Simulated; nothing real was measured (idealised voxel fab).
The following process module bears the name voxel trench capacitor.
Pictured: cross-section cut, 300 nm wide, on a grid of 5 nm square cells.
Format of a cross-section: grid, square cells. Given as bands. Order: top down. Band: one or more rows of cells.
What a band's entry tells you: where the top is and where the bottom is, as heights in nm, and after that what lies inside, material by material from left to right, each with its width in nm. Empty space is written as the word "air", and a single material marked with the word "edge to edge" occupies the band from edge to edge.
Height is counted from the level 0, under which the received wafer is composed throughout of one material. The lowest of the bands is not closed at the bottom but continues downward, in the notation "from 0 down".
Read "30->40" as a graded width: first number on top, second number at the bottom, same change between each pair of neighbouring rows.
Step marked "nothing altered"? Then no cell in the cross-section changed in it.
The entry "Encapsulated voids" lists the empty spaces that cover at least 8 cells and have no open path to the top. Each is written as width x height at distance, where the distance is measured from the left edge and all three values are in nm.
On a step's line, text after the settings is the simulator commenting on that step.
"overlay nm", when on a step's line for a step with a mask, measures how far to the right of its planned place the mask lay; a negative measure means to the left.
Pairs follow: section before one process step, section after it down to the lowest changed band, step with settings underneath. Pairs may come from different runs of this module on the same starting wafer; continuity with the pair above only as stated in the "Pre-step cross-section" entry.

PRE-STEP CROSS-SECTION
* from 0 down = Si edge to edge
* Encapsulated voids: none

AFTER
* from 5 to 0 = SiN edge to edge
* No changes below 0.
* Encapsulated voids: none
Step taken after the before cross-section and before the after cross-section above: op CONFORMAL_DEP | material SiN | thk nm 5

Pre-step cross-section: The pre-step condition corresponds to the post-step cross-section depicted in the pair directly above.

AFTER
* from 15 to 5 = aC edge to edge
* No changes below 5.
* Encapsulated voids: none
Step taken after the before cross-section and before the after cross-section above: op DIRECTIONAL_DEP | material aC | thk nm 10

Pre-step cross-section: The pre-step condition corresponds to the post-step cross-section depicted in the pair directly above.

AFTER
* from 40 to 15 = 90 resist, 15 air, 20 resist, 15 air, 20 resist, 15 air, 20 resist, 15 air, 90 resist
* No changes below 15.
* Encapsulated voids: none
Step taken after the before cross-section and before the after cross-section above: op PATTERN | tone open | mask id TRENCH | material resist | width nm 15 | pitch nm 35 | thk nm 25 | overlay nm 0

Pre-step cross-section: The pre-step condition corresponds to the post-step cross-section depicted in the pair directly above.

AFTER
* from 30 to 15 = 90 resist, 15 air, 20 resist, 15 air, 20 resist, 15 air, 20 resist, 15 air, 90 resist
* from 15 to 5 = 90 aC, 15 air, 20 aC, 15 air, 20 aC, 15 air, 20 aC, 15 air, 90 aC
* No changes below 5.
* Encapsulated voids: none
Step taken after the before cross-section and before the after cross-section above: op DIRECTIONAL_ETCH | etch materials aC | depth nm 10

Pre-step cross-section: The pre-step condition corresponds to the post-step cross-section depicted in the pair directly above.

AFTER
* from 15 to 5 = 90 aC, 15 air, 20 aC, 15 air, 20 aC, 15 air, 20 aC, 15 air, 90 aC
* No changes below 5.
* Encapsulated voids: none
Step taken after the before cross-section and before the after cross-section above: op STRIP | etch materials resist

Pre-step cross-section: The pre-step condition corresponds to the post-step cross-section depicted in the pair directly above.

AFTER
* from 15 to 5 = 90 aC, 15 air, 20 aC, 15 air, 20 aC, 15 air, 20 aC, 15 air, 90 aC
* from 5 to 0 = 90 SiN, 15 air, 20 SiN, 15 air, 20 SiN, 15 air, 20 SiN, 15 air, 90 SiN
* No changes below 0.
* Encapsulated voids: none
Step taken after the before cross-section and before the after cross-section above: op DIRECTIONAL_ETCH | etch materials SiN | depth nm 5

Pre-step cross-section: The pre-step condition corresponds to the post-step cross-section depicted in the pair directly above.

AFTER
* from 15 to 5 = 90 aC, 15 air, 20 aC, 15 air, 20 aC, 15 air, 20 aC, 15 air, 90 aC
* from 5 to 0 = 90 SiN, 15 air, 20 SiN, 15 air, 20 SiN, 15 air, 20 SiN, 15 air, 90 SiN
* from 0 to -40 = 90 Si, 15 air, 20 Si, 15 air, 20 Si, 15 air, 20 Si, 15 air, 90 Si
* No changes below -40.
* Encapsulated voids: none
Step taken after the before cross-section and before the after cross-section above: op DIRECTIONAL_ETCH | etch materials Si | depth nm 40

Pre-step cross-section: The pre-step condition corresponds to the post-step cross-section depicted in the pair directly above.

AFTER
* from 5 to 0 = 90 SiN, 15 air, 20 SiN, 15 air, 20 SiN, 15 air, 20 SiN, 15 air, 90 SiN
* No changes below 0.
* Encapsulated voids: none
Step taken after the before cross-section and before the after cross-section above: op STRIP | etch materials aC

Pre-step cross-section: The pre-step condition corresponds to the post-step cross-section depicted in the pair directly above.

AFTER
* from 10 to 5 = 95 SiO2, 5 air, 30 SiO2, 5 air, 30 SiO2, 5 air, 30 SiO2, 5 air, 95 SiO2
* from 5 to 0 = 90 SiN, 5 SiO2, 5 air, 5 SiO2, 20 SiN, 5 SiO2, 5 air, 5 SiO2, 20 SiN, 5 SiO2, 5 air, 5 SiO2, 20 SiN, 5 SiO2, 5 air, 5 SiO2, 90 SiN
* from 0 to -35 = 90 Si, 5 SiO2, 5 air, 5 SiO2, 20 Si, 5 SiO2, 5 air, 5 SiO2, 20 Si, 5 SiO2, 5 air, 5 SiO2, 20 Si, 5 SiO2, 5 air, 5 SiO2, 90 Si
* from -35 to -40 = 90 Si, 15 SiO2, 20 Si, 15 SiO2, 20 Si, 15 SiO2, 20 Si, 15 SiO2, 90 Si
* No changes below -40.
* Encapsulated voids: none
Step taken after the before cross-section and before the after cross-section above: op CONFORMAL_DEP | material SiO2 | thk nm 5

Pre-step cross-section: The pre-step condition corresponds to the post-step cross-section depicted in the pair directly above.

AFTER
* from 15 to 10 = polySi edge to edge
* from 10 to 5 = 95 SiO2, 5 polySi, 30 SiO2, 5 polySi, 30 SiO2, 5 polySi, 30 SiO2, 5 polySi, 95 SiO2
* from 5 to 0 = 90 SiN, 5 SiO2, 5 polySi, 5 SiO2, 20 SiN, 5 SiO2, 5 polySi, 5 SiO2, 20 SiN, 5 SiO2, 5 polySi, 5 SiO2, 20 SiN, 5 SiO2, 5 polySi, 5 SiO2, 90 SiN
* from 0 to -35 = 90 Si, 5 SiO2, 5 polySi, 5 SiO2, 20 Si, 5 SiO2, 5 polySi, 5 SiO2, 20 Si, 5 SiO2, 5 polySi, 5 SiO2, 20 Si, 5 SiO2, 5 polySi, 5 SiO2, 90 Si
* No changes below -35.
* Encapsulated voids: none
Step taken after the before cross-section and before the after cross-section above: op FILL_DEP | material polySi | thk nm 5

Pre-step cross-section: The pre-step condition corresponds to the post-step cross-section depicted in the pair directly above.

AFTER
* from 5 to 0 = 90 SiN, 5 SiO2, 5 polySi, 5 SiO2, 20 SiN, 5 SiO2, 5 polySi, 5 SiO2, 20 SiN, 5 SiO2, 5 polySi, 5 SiO2, 20 SiN, 5 SiO2, 5 polySi, 5 SiO2, 90 SiN
* No changes below 0.
* Encapsulated voids: none
Step taken after the before cross-section and before the after cross-section above: op CMP | height nm 5

PRE-STEP CROSS-SECTION
* from 15 to 5 = 90 aC, 15 air, 20 aC, 15 air, 20 aC, 15 air, 20 aC, 15 air, 90 aC
* from 5 to 0 = 90 SiN, 15 air, 20 SiN, 15 air, 20 SiN, 15 air, 20 SiN, 15 air, 90 SiN
* from 0 to -40 = 90 Si, 15 air, 20 Si, 15 air, 20 Si, 15 air, 20 Si, 15 air, 90 Si
* from -40 down = Si edge to edge
* Encapsulated voids: none

AFTER
* from 20 to 15 = 95 SiO2, 5 air, 30 SiO2, 5 air, 30 SiO2, 5 air, 30 SiO2, 5 air, 95 SiO2
* from 15 to 5 = 90 aC, 5 SiO2, 5 air, 5 SiO2, 20 aC, 5 SiO2, 5 air, 5 SiO2, 20 aC, 5 SiO2, 5 air, 5 SiO2, 20 aC, 5 SiO2, 5 air, 5 SiO2, 90 aC
* from 5 to 0 = 90 SiN, 5 SiO2, 5 air, 5 SiO2, 20 SiN, 5 SiO2, 5 air, 5 SiO2, 20 SiN, 5 SiO2, 5 air, 5 SiO2, 20 SiN, 5 SiO2, 5 air, 5 SiO2, 90 SiN
* from 0 to -35 = 90 Si, 5 SiO2, 5 air, 5 SiO2, 20 Si, 5 SiO2, 5 air, 5 SiO2, 20 Si, 5 SiO2, 5 air, 5 SiO2, 20 Si, 5 SiO2, 5 air, 5 SiO2, 90 Si
* from -35 to -40 = 90 Si, 15 SiO2, 20 Si, 15 SiO2, 20 Si, 15 SiO2, 20 Si, 15 SiO2, 90 Si
* No changes below -40.
* Encapsulated voids: none
Step taken after the before cross-section and before the after cross-section above: op CONFORMAL_DEP | material SiO2 | thk nm 5

Pre-step cross-section: The pre-step condition corresponds to the post-step cross-section depicted in the pair directly above.

AFTER
* from 25 to 20 = polySi edge to edge
* from 20 to 15 = 95 SiO2, 5 polySi, 30 SiO2, 5 polySi, 30 SiO2, 5 polySi, 30 SiO2, 5 polySi, 95 SiO2
* from 15 to 5 = 90 aC, 5 SiO2, 5 polySi, 5 SiO2, 20 aC, 5 SiO2, 5 polySi, 5 SiO2, 20 aC, 5 SiO2, 5 polySi, 5 SiO2, 20 aC, 5 SiO2, 5 polySi, 5 SiO2, 90 aC
* from 5 to 0 = 90 SiN, 5 SiO2, 5 polySi, 5 SiO2, 20 SiN, 5 SiO2, 5 polySi, 5 SiO2, 20 SiN, 5 SiO2, 5 polySi, 5 SiO2, 20 SiN, 5 SiO2, 5 polySi, 5 SiO2, 90 SiN
* from 0 to -35 = 90 Si, 5 SiO2, 5 polySi, 5 SiO2, 20 Si, 5 SiO2, 5 polySi, 5 SiO2, 20 Si, 5 SiO2, 5 polySi, 5 SiO2, 20 Si, 5 SiO2, 5 polySi, 5 SiO2, 90 Si
* No changes below -35.
* Encapsulated voids: none
Step taken after the before cross-section and before the after cross-section above: op FILL_DEP | material polySi | thk nm 5

Pre-step cross-section: The pre-step condition corresponds to the post-step cross-section depicted in the pair directly above.

AFTER
* from 5 to 0 = 90 SiN, 5 SiO2, 5 polySi, 5 SiO2, 20 SiN, 5 SiO2, 5 polySi, 5 SiO2, 20 SiN, 5 SiO2, 5 polySi, 5 SiO2, 20 SiN, 5 SiO2, 5 polySi, 5 SiO2, 90 SiN
* No changes below 0.
* Encapsulated voids: none
Step taken after the before cross-section and before the after cross-section above: op CMP | height nm 5

PRE-STEP CROSS-SECTION
* from 15 to 5 = 90 aC, 15 air, 20 aC, 15 air, 20 aC, 15 air, 20 aC, 15 air, 90 aC
* from 5 to 0 = 90 SiN, 15 air, 20 SiN, 15 air, 20 SiN, 15 air, 20 SiN, 15 air, 90 SiN
* from 0 to -40 = 90 Si, 15 air, 20 Si, 15 air, 20 Si, 15 air, 20 Si, 15 air, 90 Si
* from -40 down = Si edge to edge
* Encapsulated voids: none

AFTER
* from 15 to 5 = 90 aC, 15 air, 20 aC, 15 air, 20 aC, 15 air, 20 aC, 15 air, 90 aC
* from 5 to 0 = 90 SiN, 15 air, 20 SiN, 15 air, 20 SiN, 15 air, 20 SiN, 15 air, 90 SiN
* from 0 to -80 = 90 Si, 15 air, 20 Si, 15 air, 20 Si, 15 air, 20 Si, 15 air, 90 Si
* No changes below -80.
* Encapsulated voids: none
Step taken after the before cross-section and before the after cross-section above: op DIRECTIONAL_ETCH | etch materials Si | depth nm 40

Pre-step cross-section: The pre-step condition corresponds to the post-step cross-section depicted in the pair directly above.

AFTER
* from 5 to 0 = 90 SiN, 15 air, 20 SiN, 15 air, 20 SiN, 15 air, 20 SiN, 15 air, 90 SiN
* No changes below 0.
* Encapsulated voids: none
Step taken after the before cross-section and before the after cross-section above: op STRIP | etch materials aC

Pre-step cross-section: The pre-step condition corresponds to the post-step cross-section depicted in the pair directly above.

AFTER
* from 10 to 5 = 95 SiO2, 5 air, 30 SiO2, 5 air, 30 SiO2, 5 air, 30 SiO2, 5 air, 95 SiO2
* from 5 to 0 = 90 SiN, 5 SiO2, 5 air, 5 SiO2, 20 SiN, 5 SiO2, 5 air, 5 SiO2, 20 SiN, 5 SiO2, 5 air, 5 SiO2, 20 SiN, 5 SiO2, 5 air, 5 SiO2, 90 SiN
* from 0 to -75 = 90 Si, 5 SiO2, 5 air, 5 SiO2, 20 Si, 5 SiO2, 5 air, 5 SiO2, 20 Si, 5 SiO2, 5 air, 5 SiO2, 20 Si, 5 SiO2, 5 air, 5 SiO2, 90 Si
* from -75 to -80 = 90 Si, 15 SiO2, 20 Si, 15 SiO2, 20 Si, 15 SiO2, 20 Si, 15 SiO2, 90 Si
* No changes below -80.
* Encapsulated voids: none
Step taken after the before cross-section and before the after cross-section above: op CONFORMAL_DEP | material SiO2 | thk nm 5

Pre-step cross-section: The pre-step condition corresponds to the post-step cross-section depicted in the pair directly above.

AFTER
* from 15 to 10 = polySi edge to edge
* from 10 to 5 = 95 SiO2, 5 polySi, 30 SiO2, 5 polySi, 30 SiO2, 5 polySi, 30 SiO2, 5 polySi, 95 SiO2
* from 5 to 0 = 90 SiN, 5 SiO2, 5 polySi, 5 SiO2, 20 SiN, 5 SiO2, 5 polySi, 5 SiO2, 20 SiN, 5 SiO2, 5 polySi, 5 SiO2, 20 SiN, 5 SiO2, 5 polySi, 5 SiO2, 90 SiN
* from 0 to -75 = 90 Si, 5 SiO2, 5 polySi, 5 SiO2, 20 Si, 5 SiO2, 5 polySi, 5 SiO2, 20 Si, 5 SiO2, 5 polySi, 5 SiO2, 20 Si, 5 SiO2, 5 polySi, 5 SiO2, 90 Si
* No changes below -75.
* Encapsulated voids: none
Step taken after the before cross-section and before the after cross-section above: op FILL_DEP | material polySi | thk nm 5

Pre-step cross-section: The pre-step condition corresponds to the post-step cross-section depicted in the pair directly above.

AFTER
* from 5 to 0 = 90 SiN, 5 SiO2, 5 polySi, 5 SiO2, 20 SiN, 5 SiO2, 5 polySi, 5 SiO2, 20 SiN, 5 SiO2, 5 polySi, 5 SiO2, 20 SiN, 5 SiO2, 5 polySi, 5 SiO2, 90 SiN
* No changes below 0.
* Encapsulated voids: none
Step taken after the before cross-section and before the after cross-section above: op CMP | height nm 5

PRE-STEP CROSS-SECTION
* from 15 to 5 = 90 aC, 15 air, 20 aC, 15 air, 20 aC, 15 air, 20 aC, 15 air, 90 aC
* from 5 to 0 = 90 SiN, 15 air, 20 SiN, 15 air, 20 SiN, 15 air, 20 SiN, 15 air, 90 SiN
* from 0 down = Si edge to edge
* Encapsulated voids: none

AFTER
* from 15 to 5 = 90 aC, 15 air, 20 aC, 15 air, 20 aC, 15 air, 20 aC, 15 air, 90 aC
* from 5 to 0 = 90 SiN, 15 air, 20 SiN, 15 air, 20 SiN, 15 air, 20 SiN, 15 air, 90 SiN
* from 0 to -30 = 90 Si, 15 air, 20 Si, 15 air, 20 Si, 15 air, 20 Si, 15 air, 90 Si
* No changes below -30.
* Encapsulated voids: none
Step taken after the before cross-section and before the after cross-section above: op DIRECTIONAL_ETCH | etch materials Si | depth nm 30

Pre-step cross-section: The pre-step condition corresponds to the post-step cross-section depicted in the pair directly above.

AFTER
* from 5 to 0 = 90 SiN, 15 air, 20 SiN, 15 air, 20 SiN, 15 air, 20 SiN, 15 air, 90 SiN
* No changes below 0.
* Encapsulated voids: none
Step taken after the before cross-section and before the after cross-section above: op STRIP | etch materials aC

Pre-step cross-section: The pre-step condition corresponds to the post-step cross-section depicted in the pair directly above.

AFTER
* from 10 to 5 = 95 SiO2, 5 air, 30 SiO2, 5 air, 30 SiO2, 5 air, 30 SiO2, 5 air, 95 SiO2
* from 5 to 0 = 90 SiN, 5 SiO2, 5 air, 5 SiO2, 20 SiN, 5 SiO2, 5 air, 5 SiO2, 20 SiN, 5 SiO2, 5 air, 5 SiO2, 20 SiN, 5 SiO2, 5 air, 5 SiO2, 90 SiN
* from 0 to -25 = 90 Si, 5 SiO2, 5 air, 5 SiO2, 20 Si, 5 SiO2, 5 air, 5 SiO2, 20 Si, 5 SiO2, 5 air, 5 SiO2, 20 Si, 5 SiO2, 5 air, 5 SiO2, 90 Si
* from -25 to -30 = 90 Si, 15 SiO2, 20 Si, 15 SiO2, 20 Si, 15 SiO2, 20 Si, 15 SiO2, 90 Si
* No changes below -30.
* Encapsulated voids: none
Step taken after the before cross-section and before the after cross-section above: op CONFORMAL_DEP | material SiO2 | thk nm 5

Pre-step cross-section: The pre-step condition corresponds to the post-step cross-section depicted in the pair directly above.

AFTER
* from 15 to 10 = polySi edge to edge
* from 10 to 5 = 95 SiO2, 5 polySi, 30 SiO2, 5 polySi, 30 SiO2, 5 polySi, 30 SiO2, 5 polySi, 95 SiO2
* from 5 to 0 = 90 SiN, 5 SiO2, 5 polySi, 5 SiO2, 20 SiN, 5 SiO2, 5 polySi, 5 SiO2, 20 SiN, 5 SiO2, 5 polySi, 5 SiO2, 20 SiN, 5 SiO2, 5 polySi, 5 SiO2, 90 SiN
* from 0 to -25 = 90 Si, 5 SiO2, 5 polySi, 5 SiO2, 20 Si, 5 SiO2, 5 polySi, 5 SiO2, 20 Si, 5 SiO2, 5 polySi, 5 SiO2, 20 Si, 5 SiO2, 5 polySi, 5 SiO2, 90 Si
* No changes below -25.
* Encapsulated voids: none
Step taken after the before cross-section and before the after cross-section above: op FILL_DEP | material polySi | thk nm 5

Pre-step cross-section: The pre-step condition corresponds to the post-step cross-section depicted in the pair directly above.

AFTER
* from 5 to 0 = 90 SiN, 5 SiO2, 5 polySi, 5 SiO2, 20 SiN, 5 SiO2, 5 polySi, 5 SiO2, 20 SiN, 5 SiO2, 5 polySi, 5 SiO2, 20 SiN, 5 SiO2, 5 polySi, 5 SiO2, 90 SiN
* No changes below 0.
* Encapsulated voids: none
Step taken after the before cross-section and before the after cross-section above: op CMP | height nm 5

PRE-STEP CROSS-SECTION
* from 15 to 5 = aC edge to edge
* from 5 to 0 = SiN edge to edge
* from 0 down = Si edge to edge
* Encapsulated voids: none

AFTER
* from 40 to 15 = 90 resist, 20 air, 15 resist, 20 air, 15 resist, 20 air, 15 resist, 20 air, 85 resist
* No changes below 15.
* Encapsulated voids: none
Step taken after the before cross-section and before the after cross-section above: op PATTERN | tone open | mask id TRENCH | material resist | width nm 20 | pitch nm 35 | thk nm 25 | overlay nm 0

Pre-step cross-section: The pre-step condition corresponds to the post-step cross-section depicted in the pair directly above.

AFTER
* from 30 to 15 = 90 resist, 20 air, 15 resist, 20 air, 15 resist, 20 air, 15 resist, 20 air, 85 resist
* from 15 to 5 = 90 aC, 20 air, 15 aC, 20 air, 15 aC, 20 air, 15 aC, 20 air, 85 aC
* No changes below 5.
* Encapsulated voids: none
Step taken after the before cross-section and before the after cross-section above: op DIRECTIONAL_ETCH | etch materials aC | depth nm 10

Pre-step cross-section: The pre-step condition corresponds to the post-step cross-section depicted in the pair directly above.

AFTER
* from 15 to 5 = 90 aC, 20 air, 15 aC, 20 air, 15 aC, 20 air, 15 aC, 20 air, 85 aC
* No changes below 5.
* Encapsulated voids: none
Step taken after the before cross-section and before the after cross-section above: op STRIP | etch materials resist

Pre-step cross-section: The pre-step condition corresponds to the post-step cross-section depicted in the pair directly above.

AFTER
* from 15 to 5 = 90 aC, 20 air, 15 aC, 20 air, 15 aC, 20 air, 15 aC, 20 air, 85 aC
* from 5 to 0 = 90 SiN, 20 air, 15 SiN, 20 air, 15 SiN, 20 air, 15 SiN, 20 air, 85 SiN
* No changes below 0.
* Encapsulated voids: none
Step taken after the before cross-section and before the after cross-section above: op DIRECTIONAL_ETCH | etch materials SiN | depth nm 5

Pre-step cross-section: The pre-step condition corresponds to the post-step cross-section depicted in the pair directly above.

AFTER
* from 15 to 5 = 90 aC, 20 air, 15 aC, 20 air, 15 aC, 20 air, 15 aC, 20 air, 85 aC
* from 5 to 0 = 90 SiN, 20 air, 15 SiN, 20 air, 15 SiN, 20 air, 15 SiN, 20 air, 85 SiN
* from 0 to -40 = 90 Si, 20 air, 15 Si, 20 air, 15 Si, 20 air, 15 Si, 20 air, 85 Si
* No changes below -40.
* Encapsulated voids: none
Step taken after the before cross-section and before the after cross-section above: op DIRECTIONAL_ETCH | etch materials Si | depth nm 40

Pre-step cross-section: The pre-step condition corresponds to the post-step cross-section depicted in the pair directly above.

AFTER
* from 5 to 0 = 90 SiN, 20 air, 15 SiN, 20 air, 15 SiN, 20 air, 15 SiN, 20 air, 85 SiN
* No changes below 0.
* Encapsulated voids: none
Step taken after the before cross-section and before the after cross-section above: op STRIP | etch materials aC

Pre-step cross-section: The pre-step condition corresponds to the post-step cross-section depicted in the pair directly above.

AFTER
* from 10 to 5 = 95 SiO2, 10 air, 25 SiO2, 10 air, 25 SiO2, 10 air, 25 SiO2, 10 air, 90 SiO2
* from 5 to 0 = 90 SiN, 5 SiO2, 10 air, 5 SiO2, 15 SiN, 5 SiO2, 10 air, 5 SiO2, 15 SiN, 5 SiO2, 10 air, 5 SiO2, 15 SiN, 5 SiO2, 10 air, 5 SiO2, 85 SiN
* from 0 to -35 = 90 Si, 5 SiO2, 10 air, 5 SiO2, 15 Si, 5 SiO2, 10 air, 5 SiO2, 15 Si, 5 SiO2, 10 air, 5 SiO2, 15 Si, 5 SiO2, 10 air, 5 SiO2, 85 Si
* from -35 to -40 = 90 Si, 20 SiO2, 15 Si, 20 SiO2, 15 Si, 20 SiO2, 15 Si, 20 SiO2, 85 Si
* No changes below -40.
* Encapsulated voids: none
Step taken after the before cross-section and before the after cross-section above: op CONFORMAL_DEP | material SiO2 | thk nm 5

Pre-step cross-section: The pre-step condition corresponds to the post-step cross-section depicted in the pair directly above.

AFTER
* from 15 to 10 = polySi edge to edge
* from 10 to 5 = 95 SiO2, 10 polySi, 25 SiO2, 10 polySi, 25 SiO2, 10 polySi, 25 SiO2, 10 polySi, 90 SiO2
* from 5 to 0 = 90 SiN, 5 SiO2, 10 polySi, 5 SiO2, 15 SiN, 5 SiO2, 10 polySi, 5 SiO2, 15 SiN, 5 SiO2, 10 polySi, 5 SiO2, 15 SiN, 5 SiO2, 10 polySi, 5 SiO2, 85 SiN
* from 0 to -35 = 90 Si, 5 SiO2, 10 polySi, 5 SiO2, 15 Si, 5 SiO2, 10 polySi, 5 SiO2, 15 Si, 5 SiO2, 10 polySi, 5 SiO2, 15 Si, 5 SiO2, 10 polySi, 5 SiO2, 85 Si
* No changes below -35.
* Encapsulated voids: none
Step taken after the before cross-section and before the after cross-section above: op FILL_DEP | material polySi | thk nm 5

Pre-step cross-section: The pre-step condition corresponds to the post-step cross-section depicted in the pair directly above.

AFTER
* from 5 to 0 = 90 SiN, 5 SiO2, 10 polySi, 5 SiO2, 15 SiN, 5 SiO2, 10 polySi, 5 SiO2, 15 SiN, 5 SiO2, 10 polySi, 5 SiO2, 15 SiN, 5 SiO2, 10 polySi, 5 SiO2, 85 SiN
* No changes below 0.
* Encapsulated voids: none
Step taken after the before cross-section and before the after cross-section above: op CMP | height nm 5

PRE-STEP CROSS-SECTION
* from 15 to 5 = aC edge to edge
* from 5 to 0 = SiN edge to edge
* from 0 down = Si edge to edge
* Encapsulated voids: none

AFTER
* from 40 to 15 = 85 resist, 15 air, 20 resist, 15 air, 20 resist, 15 air, 20 resist, 15 air, 95 resist
* No changes below 15.
* Encapsulated voids: none
Step taken after the before cross-section and before the after cross-section above: op PATTERN | tone open | mask id TRENCH | material resist | width nm 15 | pitch nm 35 | thk nm 25 | overlay nm -5

Pre-step cross-section: The pre-step condition corresponds to the post-step cross-section depicted in the pair directly above.

AFTER
* from 30 to 15 = 85 resist, 15 air, 20 resist, 15 air, 20 resist, 15 air, 20 resist, 15 air, 95 resist
* from 15 to 5 = 85 aC, 15 air, 20 aC, 15 air, 20 aC, 15 air, 20 aC, 15 air, 95 aC
* No changes below 5.
* Encapsulated voids: none
Step taken after the before cross-section and before the after cross-section above: op DIRECTIONAL_ETCH | etch materials aC | depth nm 10

Pre-step cross-section: The pre-step condition corresponds to the post-step cross-section depicted in the pair directly above.

AFTER
* from 15 to 5 = 85 aC, 15 air, 20 aC, 15 air, 20 aC, 15 air, 20 aC, 15 air, 95 aC
* No changes below 5.
* Encapsulated voids: none
Step taken after the before cross-section and before the after cross-section above: op STRIP | etch materials resist

Pre-step cross-section: The pre-step condition corresponds to the post-step cross-section depicted in the pair directly above.

AFTER
* from 15 to 5 = 85 aC, 15 air, 20 aC, 15 air, 20 aC, 15 air, 20 aC, 15 air, 95 aC
* from 5 to 0 = 85 SiN, 15 air, 20 SiN, 15 air, 20 SiN, 15 air, 20 SiN, 15 air, 95 SiN
* No changes below 0.
* Encapsulated voids: none
Step taken after the before cross-section and before the after cross-section above: op DIRECTIONAL_ETCH | etch materials SiN | depth nm 5

Pre-step cross-section: The pre-step condition corresponds to the post-step cross-section depicted in the pair directly above.

AFTER
* from 15 to 5 = 85 aC, 15 air, 20 aC, 15 air, 20 aC, 15 air, 20 aC, 15 air, 95 aC
* from 5 to 0 = 85 SiN, 15 air, 20 SiN, 15 air, 20 SiN, 15 air, 20 SiN, 15 air, 95 SiN
* from 0 to -40 = 85 Si, 15 air, 20 Si, 15 air, 20 Si, 15 air, 20 Si, 15 air, 95 Si
* No changes below -40.
* Encapsulated voids: none
Step taken after the before cross-section and before the after cross-section above: op DIRECTIONAL_ETCH | etch materials Si | depth nm 40

Pre-step cross-section: The pre-step condition corresponds to the post-step cross-section depicted in the pair directly above.

AFTER
* from 5 to 0 = 85 SiN, 15 air, 20 SiN, 15 air, 20 SiN, 15 air, 20 SiN, 15 air, 95 SiN
* No changes below 0.
* Encapsulated voids: none
Step taken after the before cross-section and before the after cross-section above: op STRIP | etch materials aC

Pre-step cross-section: The pre-step condition corresponds to the post-step cross-section depicted in the pair directly above.

AFTER
* from 10 to 5 = 90 SiO2, 5 air, 30 SiO2, 5 air, 30 SiO2, 5 air, 30 SiO2, 5 air, 100 SiO2
* from 5 to 0 = 85 SiN, 5 SiO2, 5 air, 5 SiO2, 20 SiN, 5 SiO2, 5 air, 5 SiO2, 20 SiN, 5 SiO2, 5 air, 5 SiO2, 20 SiN, 5 SiO2, 5 air, 5 SiO2, 95 SiN
* from 0 to -35 = 85 Si, 5 SiO2, 5 air, 5 SiO2, 20 Si, 5 SiO2, 5 air, 5 SiO2, 20 Si, 5 SiO2, 5 air, 5 SiO2, 20 Si, 5 SiO2, 5 air, 5 SiO2, 95 Si
* from -35 to -40 = 85 Si, 15 SiO2, 20 Si, 15 SiO2, 20 Si, 15 SiO2, 20 Si, 15 SiO2, 95 Si
* No changes below -40.
* Encapsulated voids: none
Step taken after the before cross-section and before the after cross-section above: op CONFORMAL_DEP | material SiO2 | thk nm 5

Pre-step cross-section: The pre-step condition corresponds to the post-step cross-section depicted in the pair directly above.

AFTER
* from 15 to 10 = polySi edge to edge
* from 10 to 5 = 90 SiO2, 5 polySi, 30 SiO2, 5 polySi, 30 SiO2, 5 polySi, 30 SiO2, 5 polySi, 100 SiO2
* from 5 to 0 = 85 SiN, 5 SiO2, 5 polySi, 5 SiO2, 20 SiN, 5 SiO2, 5 polySi, 5 SiO2, 20 SiN, 5 SiO2, 5 polySi, 5 SiO2, 20 SiN, 5 SiO2, 5 polySi, 5 SiO2, 95 SiN
* from 0 to -35 = 85 Si, 5 SiO2, 5 polySi, 5 SiO2, 20 Si, 5 SiO2, 5 polySi, 5 SiO2, 20 Si, 5 SiO2, 5 polySi, 5 SiO2, 20 Si, 5 SiO2, 5 polySi, 5 SiO2, 95 Si
* No changes below -35.
* Encapsulated voids: none
Step taken after the before cross-section and before the after cross-section above: op FILL_DEP | material polySi | thk nm 5

Pre-step cross-section: The pre-step condition corresponds to the post-step cross-section depicted in the pair directly above.

AFTER
* from 5 to 0 = 85 SiN, 5 SiO2, 5 polySi, 5 SiO2, 20 SiN, 5 SiO2, 5 polySi, 5 SiO2, 20 SiN, 5 SiO2, 5 polySi, 5 SiO2, 20 SiN, 5 SiO2, 5 polySi, 5 SiO2, 95 SiN
* No changes below 0.
* Encapsulated voids: none
Step taken after the before cross-section and before the after cross-section above: op CMP | height nm 5

PRE-STEP CROSS-SECTION
* from 5 to 0 = 90 SiN, 15 air, 20 SiN, 15 air, 20 SiN, 15 air, 20 SiN, 15 air, 90 SiN
* from 0 to -40 = 90 Si, 15 air, 20 Si, 15 air, 20 Si, 15 air, 20 Si, 15 air, 90 Si
* from -40 down = Si edge to edge
* Encapsulated voids: none

AFTER
* from 10 to 0 = 95 SiN, 5 air, 30 SiN, 5 air, 30 SiN, 5 air, 30 SiN, 5 air, 95 SiN
* from 0 to -35 = 90 Si, 5 SiN, 5 air, 5 SiN, 20 Si, 5 SiN, 5 air, 5 SiN, 20 Si, 5 SiN, 5 air, 5 SiN, 20 Si, 5 SiN, 5 air, 5 SiN, 90 Si
* from -35 to -40 = 90 Si, 15 SiN, 20 Si, 15 SiN, 20 Si, 15 SiN, 20 Si, 15 SiN, 90 Si
* No changes below -40.
* Encapsulated voids: none
Step taken after the before cross-section and before the after cross-section above: op CONFORMAL_DEP | material SiN | thk nm 5

Pre-step cross-section: The pre-step condition corresponds to the post-step cross-section depicted in the pair directly above.

AFTER
* from 15 to 10 = polySi edge to edge
* from 10 to 0 = 95 SiN, 5 polySi, 30 SiN, 5 polySi, 30 SiN, 5 polySi, 30 SiN, 5 polySi, 95 SiN
* from 0 to -35 = 90 Si, 5 SiN, 5 polySi, 5 SiN, 20 Si, 5 SiN, 5 polySi, 5 SiN, 20 Si, 5 SiN, 5 polySi, 5 SiN, 20 Si, 5 SiN, 5 polySi, 5 SiN, 90 Si
* No changes below -35.
* Encapsulated voids: none
Step taken after the before cross-section and before the after cross-section above: op FILL_DEP | material polySi | thk nm 5

Pre-step cross-section: The pre-step condition corresponds to the post-step cross-section depicted in the pair directly above.

AFTER
* from 5 to 0 = 95 SiN, 5 polySi, 30 SiN, 5 polySi, 30 SiN, 5 polySi, 30 SiN, 5 polySi, 95 SiN
* No changes below 0.
* Encapsulated voids: none
Step taken after the before cross-section and before the after cross-section above: op CMP | height nm 5

PRE-STEP CROSS-SECTION
* from 15 to 5 = aC edge to edge
* from 5 to 0 = SiN edge to edge
* from 0 down = Si edge to edge
* Encapsulated voids: none

AFTER
* from 40 to 15 = 90 air, 15 resist, 20 air, 15 resist, 20 air, 15 resist, 20 air, 15 resist, 90 air
* No changes below 15.
* Encapsulated voids: none
Step taken after the before cross-section and before the after cross-section above: op PATTERN | tone cover | mask id TRENCH | material resist | width nm 15 | pitch nm 35 | thk nm 25 | overlay nm 0
